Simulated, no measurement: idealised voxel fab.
Proc. module: voxel ribs on slabs
Pictured: cross-section cut, 260 nm wide, on a grid of 5 nm square cells.
Just so we're on the same page, the cross-sections are grids of square cells, and they're listed out in bands top to bottom, each band one or more rows deep. The band entry comprises the height of the band's top followed by the height of its bottom, expressed in nm, and subsequently the band's materials from left to right, each stated together with its width in nm. Where a single material is marked with the word "full width", that material fills the band from edge to edge. The word "empty" represents empty space. Convention: height 0 is the level below which the wafer, as received, is all one material. The lowest band does not terminate at the bottom but continues downward, represented as "0 nm and below". You'd read "30..40" like this: the band's top row of cells is as wide as the first number, its bottom row is as wide as the second, and going down, every row changes width by the same amount as the row before did. Step note "nothing changed" = no cross-section cell changed. What "Encapsulated voids" gives you is every empty space of 8 cells or more that is cut off from the top. Each appears as width x height at distance, with the distance taken from the left edge and width, height and distance all in nm. Past the settings on a step's line: simulator remark, on that step. overlay nm: where the mask lay relative to plan, measured to the right, on steps with a mask; negatives go left.
-- Process steps (planned)
step 1: RECEIVE with material Si
step 2: DIRECTIONAL_DEP with material SiO2, thk nm 25
step 3: DIRECTIONAL_DEP with material polySi, thk nm 25
step 4: MASKED_ETCH with tone cover, mask id RIB, width nm 25, etch materials polySi, depth nm 20, overlay nm 0
step 5: PATTERN with tone cover, mask id SLAB, material resist, width nm 65, thk nm 20, overlay nm 0
step 6: DIRECTIONAL_ETCH with etch materials polySi, depth nm 5
step 7: STRIP with etch materials resist
step 8: FILL_DEP with material SiO2, thk nm 30
step 9: CMP with height nm 70
step 10: DIRECTIONAL_DEP with material TiN, thk nm 5
step 11: DIRECTIONAL_DEP with material aC, thk nm 15
step 12: PATTERN with tone cover, mask id HEATER, material resist, width nm 35, thk nm 35, overlay nm 0
step 13: DIRECTIONAL_ETCH with etch materials aC, depth nm 15
step 14: STRIP with etch materials resist
step 15: DIRECTIONAL_ETCH with etch materials TiN, depth nm 5
step 16: STRIP with etch materials aC
step 17: CONFORMAL_DEP with material SiO2, thk nm 10
-- Cross-sectional view of the wafer in its as-received condition, corresponding to the state after step 1
- 0 nm and below  Si full width
- Encapsulated voids: none
-- Module complete - cross-section of the first of two wafers, run according to plan
- 85 nm to 80 nm  empty 100 nm, then SiO2 55 nm, then empty 105 nm
- 80 nm to 75 nm  SiO2 full width
- 75 nm to 70 nm  SiO2 110 nm, then TiN 35 nm, then SiO2 115 nm
- 70 nm to 50 nm  SiO2 full width
- 50 nm to 30 nm  SiO2 115 nm, then polySi 25 nm, then SiO2 120 nm
- 30 nm to 25 nm  SiO2 95 nm, then polySi 65 nm, then SiO2 100 nm
- 25 nm to 0 nm  SiO2 full width
- 0 nm and below  Si full width
- Encapsulated voids: none
-- Wafer two (of two), end-of-module cross-section: start = wafer one, plan = wafer one, one run mistake
- 85 nm to 50 nm  SiO2 full width
- 50 nm to 30 nm  SiO2 115 nm, then polySi 25 nm, then SiO2 120 nm
- 30 nm to 25 nm  SiO2 95 nm, then polySi 65 nm, then SiO2 100 nm
- 25 nm to 0 nm  SiO2 full width
- 0 nm and below  Si full width
- Encapsulated voids: none
Heads up, the wafer didn't run the way we planned it: step 10 off recipe, ran as DIRECTIONAL_DEP with material SiO2, thk nm 5
End check, counted in cells, second wafer has more or fewer of these materials than the first: 48 more of SiO2 | 7 fewer of TiN
